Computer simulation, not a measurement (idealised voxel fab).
Process module heading - voxel wiring stack
The cross-section on display is named cut; it measures 250 nm wide, and its cells are 5 nm squares.
Cross-section, as written here: a square-cell grid given band by band from the top down, where a band holds one or more rows of cells. Band entry format. Leading values: height of top, height of bottom, nm. Remainder: materials in left-to-right order, each with its width in nm. Special words: "throughout" on a single material, which then fills the band edge to edge; "air", empty space. A quick word on heights: they are counted from 0, and under that level the wafer as it came to us is one material throughout. The lowest band is different from the rest in having no bottom; it simply continues downward, written as in "0 -> down". A two-number width, for instance "30->40", indicates that the width is equal to the first number in the top row of the band and to the second number in the bottom row, and that it changes by a constant amount per row of cells. For the purposes of this document, the phrase "left unchanged" attached to a step denotes that no cell within the cross-section was modified by that step. "Trapped cavities" specifies each empty space that is not open to the top and that occupies no fewer than 8 cells, using the form width x height at distance, the distance measured from the left edge and all three quantities in nm. Heads up: the bit after the settings on a step's line is the simulator's remark on that step. Steps that use a mask can have "overlay nm" on their line. It says how far the mask sat to the right of where it was meant to be. Negative means to the left.
-- The following list gives the planned process steps
step 1: RECEIVE, material Si
step 2: CONFORMAL_DEP, material SiO2, thk nm 10
step 3: DIRECTIONAL_DEP, material TiN, thk nm 5
step 4: DIRECTIONAL_DEP, material Ru, thk nm 15
step 5: DIRECTIONAL_DEP, material aC, thk nm 10
step 6: PATTERN, tone cover, mask id METAL_1, material resist, width nm 30, pitch nm 50, thk nm 25, overlay nm 0
step 7: DIRECTIONAL_ETCH, etch materials aC, depth nm 10
step 8: STRIP, etch materials resist
step 9: DIRECTIONAL_ETCH, etch materials Ru, depth nm 15
step 10: DIRECTIONAL_ETCH, etch materials TiN, depth nm 5
step 11: STRIP, etch materials aC
step 12: FILL_DEP, material SiO2, thk nm 5
step 13: CMP, height nm 30
step 14: CONFORMAL_DEP, material SiCN, thk nm 5
step 15: DIRECTIONAL_DEP, material lowk, thk nm 30
step 16: MASKED_ETCH, tone open, mask id METAL_2, width nm 30, pitch nm 50, etch materials lowk, depth nm 20, overlay nm 0
step 17: MASKED_ETCH, tone open, mask id METAL_2_HOLES, width nm 15, pitch nm 100, etch materials lowk, depth nm 10, overlay nm 0
step 18: MASKED_ETCH, tone open, mask id METAL_2_HOLES, width nm 15, pitch nm 100, etch materials SiCN, depth nm 5, overlay nm 0
step 19: CONFORMAL_DEP, material TiN, thk nm 5
step 20: FILL_DEP, material Ru, thk nm 5
step 21: CMP, height nm 65
step 22: CONFORMAL_DEP, material SiCN, thk nm 5
step 23: DIRECTIONAL_DEP, material lowk, thk nm 10
step 24: PATTERN, tone open, mask id PLUG_2, material resist, width nm 15, pitch nm 50, thk nm 20, overlay nm 0
step 25: DIRECTIONAL_ETCH, etch materials lowk, depth nm 10
step 26: DIRECTIONAL_ETCH, etch materials SiCN, depth nm 5
step 27: STRIP, etch materials resist
step 28: EPI, material Ru, thk nm 10
step 29: EPI, material Ru, thk nm 5
step 30: CONFORMAL_DEP, material SiCN, thk nm 5
step 31: DIRECTIONAL_DEP, material SiO2, thk nm 25
step 32: PATTERN, tone open, mask id METAL_3, material resist, width nm 30, pitch nm 50, thk nm 15, overlay nm 0
step 33: DIRECTIONAL_ETCH, etch materials SiO2, depth nm 25
step 34: DIRECTIONAL_ETCH, etch materials SiCN, depth nm 5
step 35: STRIP, etch materials resist
step 36: CONFORMAL_DEP, material TiN, thk nm 5
step 37: FILL_DEP, material Ru, thk nm 5
step 38: CMP, height nm 110
step 39: CONFORMAL_DEP, material SiN, thk nm 5
-- First of two wafers: run as planned
-- Incoming wafer in cross-section (state: after step 1)
0 -> down  Si throughout
Trapped cavities: none
-- Presented here is a cross-section of the wafer after step 2 has been performed
10 -> 0  SiO2 throughout
Under 0: no change, same as before.
-- Presented here is a cross-section of the wafer after step 3 has been performed
15 -> 10  TiN throughout
Under 10: no change, same as before.
-- Presented here is a cross-section of the wafer after step 4 has been performed
30 -> 15  Ru throughout
Under 15: no change, same as before.
-- Presented here is a cross-section of the wafer after step 5 has been performed
40 -> 30  aC throughout
Under 30: no change, same as before.
-- Presented here is a cross-section of the wafer after step 6 has been performed
65 -> 40  60 air | 30 resist | 20 air | 30 resist | 20 air | 30 resist | 60 air
Under 40: no change, same as before.
-- Presented here is a cross-section of the wafer after step 7 has been performed
55 -> 40  60 air | 30 resist | 20 air | 30 resist | 20 air | 30 resist | 60 air
40 -> 30  60 air | 30 aC | 20 air | 30 aC | 20 air | 30 aC | 60 air
Under 30: no change, same as before.
-- Presented here is a cross-section of the wafer after step 8 has been performed
40 -> 30  60 air | 30 aC | 20 air | 30 aC | 20 air | 30 aC | 60 air
Under 30: no change, same as before.
-- Presented here is a cross-section of the wafer after step 9 has been performed
40 -> 30  60 air | 30 aC | 20 air | 30 aC | 20 air | 30 aC | 60 air
30 -> 15  60 air | 30 Ru | 20 air | 30 Ru | 20 air | 30 Ru | 60 air
Under 15: no change, same as before.
-- Presented here is a cross-section of the wafer after step 10 has been performed
40 -> 30  60 air | 30 aC | 20 air | 30 aC | 20 air | 30 aC | 60 air
30 -> 15  60 air | 30 Ru | 20 air | 30 Ru | 20 air | 30 Ru | 60 air
15 -> 10  60 air | 30 TiN | 20 air | 30 TiN | 20 air | 30 TiN | 60 air
Under 10: no change, same as before.
-- Presented here is a cross-section of the wafer after step 11 has been performed
30 -> 15  60 air | 30 Ru | 20 air | 30 Ru | 20 air | 30 Ru | 60 air
Under 15: no change, same as before.
-- Presented here is a cross-section of the wafer after step 12 has been performed
35 -> 30  SiO2 throughout
30 -> 15  60 SiO2 | 30 Ru | 20 SiO2 | 30 Ru | 20 SiO2 | 30 Ru | 60 SiO2
15 -> 10  60 SiO2 | 30 TiN | 20 SiO2 | 30 TiN | 20 SiO2 | 30 TiN | 60 SiO2
Under 10: no change, same as before.
-- Presented here is a cross-section of the wafer after step 13 has been performed
30 -> 15  60 SiO2 | 30 Ru | 20 SiO2 | 30 Ru | 20 SiO2 | 30 Ru | 60 SiO2
Under 15: no change, same as before.
-- Presented here is a cross-section of the wafer after step 14 has been performed
35 -> 30  SiCN throughout
Under 30: no change, same as before.
-- Presented here is a cross-section of the wafer after step 15 has been performed
65 -> 35  lowk throughout
Under 35: no change, same as before.
-- Presented here is a cross-section of the wafer after step 16 has been performed
65 -> 45  60 lowk | 30 air | 20 lowk | 30 air | 20 lowk | 30 air | 60 lowk
Under 45: no change, same as before.
-- Presented here is a cross-section of the wafer after step 17 has been performed
65 -> 45  60 lowk | 30 air | 20 lowk | 30 air | 20 lowk | 30 air | 60 lowk
45 -> 35  60 lowk | 15 air | 85 lowk | 15 air | 75 lowk
Under 35: no change, same as before.
-- Presented here is a cross-section of the wafer after step 18 has been performed
65 -> 45  60 lowk | 30 air | 20 lowk | 30 air | 20 lowk | 30 air | 60 lowk
45 -> 35  60 lowk | 15 air | 85 lowk | 15 air | 75 lowk
35 -> 30  60 SiCN | 15 air | 85 SiCN | 15 air | 75 SiCN
Under 30: no change, same as before.
-- Presented here is a cross-section of the wafer after step 19 has been performed
70 -> 65  65 TiN | 20 air | 30 TiN | 20 air | 30 TiN | 20 air | 65 TiN
65 -> 50  60 lowk | 5 TiN | 20 air | 5 TiN | 20 lowk | 5 TiN | 20 air | 5 TiN | 20 lowk | 5 TiN | 20 air | 5 TiN | 60 lowk
50 -> 45  60 lowk | 5 TiN | 5 air | 20 TiN | 20 lowk | 30 TiN | 20 lowk | 5 TiN | 5 air | 20 TiN | 60 lowk
45 -> 35  60 lowk | 5 TiN | 5 air | 5 TiN | 85 lowk | 5 TiN | 5 air | 5 TiN | 75 lowk
35 -> 30  60 SiCN | 15 TiN | 85 SiCN | 15 TiN | 75 SiCN
Under 30: no change, same as before.
-- Presented here is a cross-section of the wafer after step 20 has been performed
75 -> 70  Ru throughout
70 -> 65  65 TiN | 20 Ru | 30 TiN | 20 Ru | 30 TiN | 20 Ru | 65 TiN
65 -> 50  60 lowk | 5 TiN | 20 Ru | 5 TiN | 20 lowk | 5 TiN | 20 Ru | 5 TiN | 20 lowk | 5 TiN | 20 Ru | 5 TiN | 60 lowk
50 -> 45  60 lowk | 5 TiN | 5 Ru | 20 TiN | 20 lowk | 30 TiN | 20 lowk | 5 TiN | 5 Ru | 20 TiN | 60 lowk
45 -> 35  60 lowk | 5 TiN | 5 Ru | 5 TiN | 85 lowk | 5 TiN | 5 Ru | 5 TiN | 75 lowk
Under 35: no change, same as before.
-- Presented here is a cross-section of the wafer after step 21 has been performed
65 -> 50  60 lowk | 5 TiN | 20 Ru | 5 TiN | 20 lowk | 5 TiN | 20 Ru | 5 TiN | 20 lowk | 5 TiN | 20 Ru | 5 TiN | 60 lowk
Under 50: no change, same as before.
-- Presented here is a cross-section of the wafer after step 22 has been performed
70 -> 65  SiCN throughout
Under 65: no change, same as before.
-- Presented here is a cross-section of the wafer after step 23 has been performed
80 -> 70  lowk throughout
Under 70: no change, same as before.
-- Presented here is a cross-section of the wafer after step 24 has been performed
100 -> 80  60 resist | 15 air | 35 resist | 15 air | 35 resist | 15 air | 75 resist
Under 80: no change, same as before.
-- Presented here is a cross-section of the wafer after step 25 has been performed
100 -> 80  60 resist | 15 air | 35 resist | 15 air | 35 resist | 15 air | 75 resist
80 -> 70  60 lowk | 15 air | 35 lowk | 15 air | 35 lowk | 15 air | 75 lowk
Under 70: no change, same as before.
-- Presented here is a cross-section of the wafer after step 26 has been performed
100 -> 80  60 resist | 15 air | 35 resist | 15 air | 35 resist | 15 air | 75 resist
80 -> 70  60 lowk | 15 air | 35 lowk | 15 air | 35 lowk | 15 air | 75 lowk
70 -> 65  60 SiCN | 15 air | 35 SiCN | 15 air | 35 SiCN | 15 air | 75 SiCN
Under 65: no change, same as before.
-- Presented here is a cross-section of the wafer after step 27 has been performed
80 -> 70  60 lowk | 15 air | 35 lowk | 15 air | 35 lowk | 15 air | 75 lowk
Under 70: no change, same as before.
-- Presented here is a cross-section of the wafer after step 28 has been performed
80 -> 75  60 lowk | 15 air | 35 lowk | 15 air | 35 lowk | 15 air | 75 lowk
75 -> 70  60 lowk | 15 Ru | 35 lowk | 15 Ru | 35 lowk | 15 Ru | 75 lowk
70 -> 65  60 SiCN | 15 Ru | 35 SiCN | 15 Ru | 35 SiCN | 15 Ru | 75 SiCN
Under 65: no change, same as before.
-- Presented here is a cross-section of the wafer after step 29 has been performed
80 -> 70  60 lowk | 15 Ru | 35 lowk | 15 Ru | 35 lowk | 15 Ru | 75 lowk
Under 70: no change, same as before.
-- Presented here is a cross-section of the wafer after step 30 has been performed
85 -> 80  SiCN throughout
Under 80: no change, same as before.
-- Presented here is a cross-section of the wafer after step 31 has been performed
110 -> 85  SiO2 throughout
Under 85: no change, same as before.
-- Presented here is a cross-section of the wafer after step 32 has been performed
125 -> 110  60 resist | 30 air | 20 resist | 30 air | 20 resist | 30 air | 60 resist
Under 110: no change, same as before.
-- Presented here is a cross-section of the wafer after step 33 has been performed
125 -> 110  60 resist | 30 air | 20 resist | 30 air | 20 resist | 30 air | 60 resist
110 -> 85  60 SiO2 | 30 air | 20 SiO2 | 30 air | 20 SiO2 | 30 air | 60 SiO2
Under 85: no change, same as before.
-- Presented here is a cross-section of the wafer after step 34 has been performed
125 -> 110  60 resist | 30 air | 20 resist | 30 air | 20 resist | 30 air | 60 resist
110 -> 85  60 SiO2 | 30 air | 20 SiO2 | 30 air | 20 SiO2 | 30 air | 60 SiO2
85 -> 80  60 SiCN | 30 air | 20 SiCN | 30 air | 20 SiCN | 30 air | 60 SiCN
Under 80: no change, same as before.
-- Presented here is a cross-section of the wafer after step 35 has been performed
110 -> 85  60 SiO2 | 30 air | 20 SiO2 | 30 air | 20 SiO2 | 30 air | 60 SiO2
Under 85: no change, same as before.
-- Presented here is a cross-section of the wafer after step 36 has been performed
115 -> 110  65 TiN | 20 air | 30 TiN | 20 air | 30 TiN | 20 air | 65 TiN
110 -> 85  60 SiO2 | 5 TiN | 20 air | 5 TiN | 20 SiO2 | 5 TiN | 20 air | 5 TiN | 20 SiO2 | 5 TiN | 20 air | 5 TiN | 60 SiO2
85 -> 80  60 SiCN | 30 TiN | 20 SiCN | 30 TiN | 20 SiCN | 30 TiN | 60 SiCN
Under 80: no change, same as before.
-- Presented here is a cross-section of the wafer after step 37 has been performed
120 -> 115  Ru throughout
115 -> 110  65 TiN | 20 Ru | 30 TiN | 20 Ru | 30 TiN | 20 Ru | 65 TiN
110 -> 85  60 SiO2 | 5 TiN | 20 Ru | 5 TiN | 20 SiO2 | 5 TiN | 20 Ru | 5 TiN | 20 SiO2 | 5 TiN | 20 Ru | 5 TiN | 60 SiO2
Under 85: no change, same as before.
-- Presented here is a cross-section of the wafer after step 38 has been performed
110 -> 85  60 SiO2 | 5 TiN | 20 Ru | 5 TiN | 20 SiO2 | 5 TiN | 20 Ru | 5 TiN | 20 SiO2 | 5 TiN | 20 Ru | 5 TiN | 60 SiO2
Under 85: no change, same as before.
-- Presented here is a cross-section of the wafer after step 39 has been performed
115 -> 110  SiN throughout
Under 110: no change, same as before.
-- Okay, second wafer. Nothing different at the start, nothing different in the plan, just one mistake somewhere in the running. As far as step 29, counting that step, it's the first wafer all over again
Cross-section of the second wafer at the time step 30 of the plan should have ended: left unchanged
-- Cross-section of the second wafer at the time step 31 of the plan should have ended
105 -> 80  SiO2 throughout
Under 80: no change, same as before.
-- Cross-section of the second wafer at the time step 32 of the plan should have ended
120 -> 105  60 resist | 30 air | 20 resist | 30 air | 20 resist | 30 air | 60 resist
Under 105: no change, same as before.
-- Cross-section of the second wafer at the time step 33 of the plan should have ended
120 -> 105  60 resist | 30 air | 20 resist | 30 air | 20 resist | 30 air | 60 resist
105 -> 80  60 SiO2 | 30 air | 20 SiO2 | 30 air | 20 SiO2 | 30 air | 60 SiO2
Under 80: no change, same as before.
Cross-section of the second wafer at the time step 34 of the plan should have ended: left unchanged
-- Cross-section of the second wafer at the time step 35 of the plan should have ended
105 -> 80  60 SiO2 | 30 air | 20 SiO2 | 30 air | 20 SiO2 | 30 air | 60 SiO2
Under 80: no change, same as before.
-- Cross-section of the second wafer at the time step 36 of the plan should have ended
110 -> 105  65 TiN | 20 air | 30 TiN | 20 air | 30 TiN | 20 air | 65 TiN
105 -> 85  60 SiO2 | 5 TiN | 20 air | 5 TiN | 20 SiO2 | 5 TiN | 20 air | 5 TiN | 20 SiO2 | 5 TiN | 20 air | 5 TiN | 60 SiO2
85 -> 80  60 SiO2 | 30 TiN | 20 SiO2 | 30 TiN | 20 SiO2 | 30 TiN | 60 SiO2
Under 80: no change, same as before.
-- Cross-section of the second wafer at the time step 37 of the plan should have ended
115 -> 110  Ru throughout
110 -> 105  65 TiN | 20 Ru | 30 TiN | 20 Ru | 30 TiN | 20 Ru | 65 TiN
105 -> 85  60 SiO2 | 5 TiN | 20 Ru | 5 TiN | 20 SiO2 | 5 TiN | 20 Ru | 5 TiN | 20 SiO2 | 5 TiN | 20 Ru | 5 TiN | 60 SiO2
Under 85: no change, same as before.
-- Cross-section of the second wafer at the time step 38 of the plan should have ended
110 -> 105  65 TiN | 20 Ru | 30 TiN | 20 Ru | 30 TiN | 20 Ru | 65 TiN
Under 105: no change, same as before.
-- Cross-section of the second wafer at the time step 39 of the plan should have ended
115 -> 110  SiN throughout
Under 110: no change, same as before.
Where did the run depart from the plan? the run left out plan step 30 entirely, so it was never executed
Counted in cells at the end, the second wafer holds more or fewer of these materials than the first: SiCN: 32 fewer, TiN: 32 more
